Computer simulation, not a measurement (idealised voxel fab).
The name of this process module is voxel plated lines.
The figure presents cross-section cut, which has a width of 270 nm and is divided into square cells with an edge length of 5 nm.
Cross-section layout: square cells on a grid; listed as bands, top to bottom; a band spans one or more cell rows. Read a band's entry like this: the first values are the height of its top and the height of its bottom in nm, and what follows is the sequence of materials from left to right, each with its width in nm. Note that "blank" is empty space, and that a single material marked "full width" reaches across the band from edge to edge. For the purposes of this specification, 0 denotes the height below which the wafer in its as-received condition is composed wholly of one material, and the lowermost band, lacking a lower limit, extends downward without end, as expressed in "0 and below". It should be noted that a width expressed as "30 to 40" varies in equal increments from row to row of cells within the band, taking the value of the first number at the top row and that of the second number at the bottom row. Any step labelled "all unchanged" changed none of the cells in the cross-section. In "Enclosed cavities" the enclosed voids are listed, meaning empty spaces of 8 cells or larger without any opening to the top. The form is width x height at distance, distance from the left edge, units nm. Past the settings on a step's line: simulator remark, on that step. The optional step-line setting "overlay nm" applies to steps with a mask and quantifies how far to the right of its planned location the mask lay, a negative value indicating leftward placement.

List of planned process steps:
1. RECEIVE [material Si]
2. CONFORMAL_DEP [material SiN] [thk nm 5]
3. DIRECTIONAL_DEP [material TiN] [thk nm 5]
4. PATTERN [tone open] [mask id LINES] [material resist] [width nm 15] [pitch nm 40] [thk nm 20] [overlay nm 0]
5. EPI [material Ru] [thk nm 5]
6. STRIP [etch materials resist]
7. DIRECTIONAL_ETCH [etch materials TiN] [depth nm 5]
8. CONFORMAL_DEP [material SiCN] [thk nm 5]
Every wafer here starts from the same state; it is the step 4 width nm that distinguishes them, and the value the plan gives belongs to the first wafer.

Cut through the first of several wafers as received, post step 1:
* 0 and below = Si full width
* Enclosed cavities: none

Post step 8, the closing step of the module: first of several wafers, cross-sectioned:
* 20 down to 15 = blank: 105 / SiCN: 25 / blank: 15 / SiCN: 25 / blank: 100
* 15 down to 10 = blank: 105 / SiCN: 5 / Ru: 15 / SiCN: 5 / blank: 15 / SiCN: 5 / Ru: 15 / SiCN: 5 / blank: 100
* 10 down to 5 = SiCN: 110 / TiN: 15 / SiCN: 25 / TiN: 15 / SiCN: 105
* 5 down to 0 = SiN full width
* 0 and below = Si full width
* Enclosed cavities: none

Cross-sectional view, end of module, last wafer of several:
* 20 down to 15 = blank: 100 / SiCN: 35 / blank: 5 / SiCN: 35 / blank: 95
* 15 down to 10 = blank: 100 / SiCN: 5 / Ru: 25 / SiCN: 5 / blank: 5 / SiCN: 5 / Ru: 25 / SiCN: 5 / blank: 95
* 10 down to 5 = SiCN: 105 / TiN: 25 / SiCN: 15 / TiN: 25 / SiCN: 100
* 5 down to 0 = SiN full width
* 0 and below = Si full width
* Enclosed cavities: none

Every row in this table is a wafer at the end of the module, and it gives, for each of the materials, the cells that wafer has gained (+) or lost (-) since it was received, then its closed voids:
width nm 15 | +6 Ru | +62 SiCN | +54 SiN | +6 TiN | Enclosed cavities: none
width nm 20 | +8 Ru | +62 SiCN | +54 SiN | +8 TiN | Enclosed cavities: none
width nm 25 | +10 Ru | +62 SiCN | +54 SiN | +10 TiN | Enclosed cavities: none
